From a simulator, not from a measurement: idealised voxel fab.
This section sets out a process module, namely voxel gate over fins.
Section cut is 205 nm wide and gridded with 5 nm square cells.
We lay out every cross-section as a grid of square cells and spell it out in bands from the top down, where one band means one or more rows of cells. Top, bottom (nm), then materials left to right with widths (nm); lone material tagged "all across" fills the whole band edge to edge; "empty" = empty space. For the purposes of this specification, 0 denotes the height below which the wafer in its as-received condition is composed wholly of one material, and the lowermost band, lacking a lower limit, extends downward without end, as expressed in "0 down". So if you see something like "30 to 40" for the width, read it as the top row of the band sitting at the first number and the bottom row at the second, with every row in between moving by the same amount as the last. Any step labelled "remained unchanged" changed none of the cells in the cross-section. The entry "Closed void roster" lists the empty spaces that cover at least 8 cells and have no open path to the top. Each is written as width x height at distance, where the distance is measured from the left edge and all three values are in nm. Anything after a step's settings on that line? It's the simulator's own note about the step. For masked steps, "overlay nm" on the step line gives how far right of plan the mask actually lay; a minus sign means it lay to the left.

The following list gives the planned process steps
1,op RECEIVE | material Si
2,op CONFORMAL_DEP | material SiN | thk nm 5
3,op PATTERN | tone cover | mask id FINS | material resist | width nm 15 | pitch nm 45 | thk nm 20 | overlay nm 0
4,op DIRECTIONAL_ETCH | etch materials SiN | depth nm 5
5,op DIRECTIONAL_ETCH | etch materials Si | depth nm 30
6,op STRIP | etch materials resist
7,op FILL_DEP | material SiO2 | thk nm 5
8,op CMP | height nm 5
9,op SELECTIVE_ETCH | etch materials SiO2 | depth nm 20
10,op STRIP | etch materials SiN
11,op CONFORMAL_DEP | material HfO2 | thk nm 5
12,op CONFORMAL_DEP | material TiN | thk nm 5
13,op CONFORMAL_DEP | material TiAl | thk nm 5
14,op CONFORMAL_DEP | material TiN | thk nm 5
15,op FILL_DEP | material W | thk nm 15
16,op CMP | height nm 30
17,op CONFORMAL_DEP | material SiN | thk nm 10

Run as planned: first of two wafers

As received (post step 1): cross-section
- 0 down: Si all across
- Closed void roster: none

Once step 2 is through, the wafer looks like this in cross-section
- 5 to 0: SiN all across
- Below 0, the layers are the same as they were.

Once step 3 is through, the wafer looks like this in cross-section
- 25 to 5: empty=70  resist=15  empty=30  resist=15  empty=75
- Below 5, the layers are the same as they were.

Once step 4 is through, the wafer looks like this in cross-section
- 25 to 5: empty=70  resist=15  empty=30  resist=15  empty=75
- 5 to 0: empty=70  SiN=15  empty=30  SiN=15  empty=75
- Below 0, the layers are the same as they were.

Once step 5 is through, the wafer looks like this in cross-section
- 25 to 5: empty=70  resist=15  empty=30  resist=15  empty=75
- 5 to 0: empty=70  SiN=15  empty=30  SiN=15  empty=75
- 0 to -30: empty=70  Si=15  empty=30  Si=15  empty=75
- Below -30, the layers are the same as they were.

Once step 6 is through, the wafer looks like this in cross-section
- 5 to 0: empty=70  SiN=15  empty=30  SiN=15  empty=75
- Below 0, the layers are the same as they were.

Once step 7 is through, the wafer looks like this in cross-section
- 10 to 5: SiO2 all across
- 5 to 0: SiO2=70  SiN=15  SiO2=30  SiN=15  SiO2=75
- 0 to -30: SiO2=70  Si=15  SiO2=30  Si=15  SiO2=75
- Below -30, the layers are the same as they were.

Once step 8 is through, the wafer looks like this in cross-section
- 5 to 0: SiO2=70  SiN=15  SiO2=30  SiN=15  SiO2=75
- Below 0, the layers are the same as they were.

Once step 9 is through, the wafer looks like this in cross-section
- 5 to 0: empty=70  SiN=15  empty=30  SiN=15  empty=75
- 0 to -15: empty=70  Si=15  empty=30  Si=15  empty=75
- Below -15, the layers are the same as they were.

Once step 10 is through, the wafer looks like this in cross-section
- 0 to -15: empty=70  Si=15  empty=30  Si=15  empty=75
- Below -15, the layers are the same as they were.

Once step 11 is through, the wafer looks like this in cross-section
- 5 to 0: empty=65  HfO2=25  empty=20  HfO2=25  empty=70
- 0 to -10: empty=65  HfO2=5  Si=15  HfO2=5  empty=20  HfO2=5  Si=15  HfO2=5  empty=70
- -10 to -15: HfO2=70  Si=15  HfO2=30  Si=15  HfO2=75
- Below -15, the layers are the same as they were.

Once step 12 is through, the wafer looks like this in cross-section
- 10 to 5: empty=60  TiN=35  empty=10  TiN=35  empty=65
- 5 to 0: empty=60  TiN=5  HfO2=25  TiN=5  empty=10  TiN=5  HfO2=25  TiN=5  empty=65
- 0 to -5: empty=60  TiN=5  HfO2=5  Si=15  HfO2=5  TiN=5  empty=10  TiN=5  HfO2=5  Si=15  HfO2=5  TiN=5  empty=65
- -5 to -10: TiN=65  HfO2=5  Si=15  HfO2=5  TiN=20  HfO2=5  Si=15  HfO2=5  TiN=70
- Below -10, the layers are the same as they were.

Once step 13 is through, the wafer looks like this in cross-section
- 15 to 10: empty=55  TiAl=90  empty=60
- 10 to 5: empty=55  TiAl=5  TiN=35  TiAl=10  TiN=35  TiAl=5  empty=60
- 5 to 0: empty=55  TiAl=5  TiN=5  HfO2=25  TiN=5  TiAl=10  TiN=5  HfO2=25  TiN=5  TiAl=5  empty=60
- 0 to -5: TiAl=60  TiN=5  HfO2=5  Si=15  HfO2=5  TiN=5  TiAl=10  TiN=5  HfO2=5  Si=15  HfO2=5  TiN=5  TiAl=65
- Below -5, the layers are the same as they were.

Once step 14 is through, the wafer looks like this in cross-section
- 20 to 15: empty=50  TiN=100  empty=55
- 15 to 10: empty=50  TiN=5  TiAl=90  TiN=5  empty=55
- 10 to 5: empty=50  TiN=5  TiAl=5  TiN=35  TiAl=10  TiN=35  TiAl=5  TiN=5  empty=55
- 5 to 0: TiN=55  TiAl=5  TiN=5  HfO2=25  TiN=5  TiAl=10  TiN=5  HfO2=25  TiN=5  TiAl=5  TiN=60
- Below 0, the layers are the same as they were.

Once step 15 is through, the wafer looks like this in cross-section
- 35 to 20: W all across
- 20 to 15: W=50  TiN=100  W=55
- 15 to 10: W=50  TiN=5  TiAl=90  TiN=5  W=55
- 10 to 5: W=50  TiN=5  TiAl=5  TiN=35  TiAl=10  TiN=35  TiAl=5  TiN=5  W=55
- Below 5, the layers are the same as they were.

Once step 16 is through, the wafer looks like this in cross-section
- 30 to 20: W all across
- Below 20, the layers are the same as they were.

Once step 17 is through, the wafer looks like this in cross-section
- 40 to 30: SiN all across
- Below 30, the layers are the same as they were.

Okay, second wafer. Nothing different at the start, nothing different in the plan, just one mistake somewhere in the running. As far as step 2, counting that step, it's the first wafer all over again

Cross-section of the second wafer when, according to plan, step 3 should have finished
- 25 to 5: empty=80  resist=15  empty=30  resist=15  empty=65
- Below 5, the layers are the same as they were.

Cross-section of the second wafer when, according to plan, step 4 should have finished
- 25 to 5: empty=80  resist=15  empty=30  resist=15  empty=65
- 5 to 0: empty=80  SiN=15  empty=30  SiN=15  empty=65
- Below 0, the layers are the same as they were.

Cross-section of the second wafer when, according to plan, step 5 should have finished
- 25 to 5: empty=80  resist=15  empty=30  resist=15  empty=65
- 5 to 0: empty=80  SiN=15  empty=30  SiN=15  empty=65
- 0 to -30: empty=80  Si=15  empty=30  Si=15  empty=65
- Below -30, the layers are the same as they were.

Cross-section of the second wafer when, according to plan, step 6 should have finished
- 5 to 0: empty=80  SiN=15  empty=30  SiN=15  empty=65
- Below 0, the layers are the same as they were.

Cross-section of the second wafer when, according to plan, step 7 should have finished
- 10 to 5: SiO2 all across
- 5 to 0: SiO2=80  SiN=15  SiO2=30  SiN=15  SiO2=65
- 0 to -30: SiO2=80  Si=15  SiO2=30  Si=15  SiO2=65
- Below -30, the layers are the same as they were.

Cross-section of the second wafer when, according to plan, step 8 should have finished
- 5 to 0: SiO2=80  SiN=15  SiO2=30  SiN=15  SiO2=65
- Below 0, the layers are the same as they were.

Cross-section of the second wafer when, according to plan, step 9 should have finished
- 5 to 0: empty=80  SiN=15  empty=30  SiN=15  empty=65
- 0 to -15: empty=80  Si=15  empty=30  Si=15  empty=65
- Below -15, the layers are the same as they were.

Cross-section of the second wafer when, according to plan, step 10 should have finished
- 0 to -15: empty=80  Si=15  empty=30  Si=15  empty=65
- Below -15, the layers are the same as they were.

Cross-section of the second wafer when, according to plan, step 11 should have finished
- 5 to 0: empty=75  HfO2=25  empty=20  HfO2=25  empty=60
- 0 to -10: empty=75  HfO2=5  Si=15  HfO2=5  empty=20  HfO2=5  Si=15  HfO2=5  empty=60
- -10 to -15: HfO2=80  Si=15  HfO2=30  Si=15  HfO2=65
- Below -15, the layers are the same as they were.

Cross-section of the second wafer when, according to plan, step 12 should have finished
- 10 to 5: empty=70  TiN=35  empty=10  TiN=35  empty=55
- 5 to 0: empty=70  TiN=5  HfO2=25  TiN=5  empty=10  TiN=5  HfO2=25  TiN=5  empty=55
- 0 to -5: empty=70  TiN=5  HfO2=5  Si=15  HfO2=5  TiN=5  empty=10  TiN=5  HfO2=5  Si=15  HfO2=5  TiN=5  empty=55
- -5 to -10: TiN=75  HfO2=5  Si=15  HfO2=5  TiN=20  HfO2=5  Si=15  HfO2=5  TiN=60
- Below -10, the layers are the same as they were.

Cross-section of the second wafer when, according to plan, step 13 should have finished
- 15 to 10: empty=65  TiAl=90  empty=50
- 10 to 5: empty=65  TiAl=5  TiN=35  TiAl=10  TiN=35  TiAl=5  empty=50
- 5 to 0: empty=65  TiAl=5  TiN=5  HfO2=25  TiN=5  TiAl=10  TiN=5  HfO2=25  TiN=5  TiAl=5  empty=50
- 0 to -5: TiAl=70  TiN=5  HfO2=5  Si=15  HfO2=5  TiN=5  TiAl=10  TiN=5  HfO2=5  Si=15  HfO2=5  TiN=5  TiAl=55
- Below -5, the layers are the same as they were.

Cross-section of the second wafer when, according to plan, step 14 should have finished
- 20 to 15: empty=60  TiN=100  empty=45
- 15 to 10: empty=60  TiN=5  TiAl=90  TiN=5  empty=45
- 10 to 5: empty=60  TiN=5  TiAl=5  TiN=35  TiAl=10  TiN=35  TiAl=5  TiN=5  empty=45
- 5 to 0: TiN=65  TiAl=5  TiN=5  HfO2=25  TiN=5  TiAl=10  TiN=5  HfO2=25  TiN=5  TiAl=5  TiN=50
- Below 0, the layers are the same as they were.

Cross-section of the second wafer when, according to plan, step 15 should have finished
- 35 to 20: W all across
- 20 to 15: W=60  TiN=100  W=45
- 15 to 10: W=60  TiN=5  TiAl=90  TiN=5  W=45
- 10 to 5: W=60  TiN=5  TiAl=5  TiN=35  TiAl=10  TiN=35  TiAl=5  TiN=5  W=45
- Below 5, the layers are the same as they were.

Cross-section of the second wafer when, according to plan, step 16 should have finished
- 30 to 20: W all across
- Below 20, the layers are the same as they were.

Cross-section of the second wafer when, according to plan, step 17 should have finished
- 40 to 30: SiN all across
- Below 30, the layers are the same as they were.
So what did we get wrong on this run? step 3 did not happen as planned, as run it was op PATTERN | tone cover | mask id FINS | material resist | width nm 15 | pitch nm 45 | thk nm 20 | overlay nm 10
The two final wafers agree on how many cells each material fills and disagree on which cells those are.
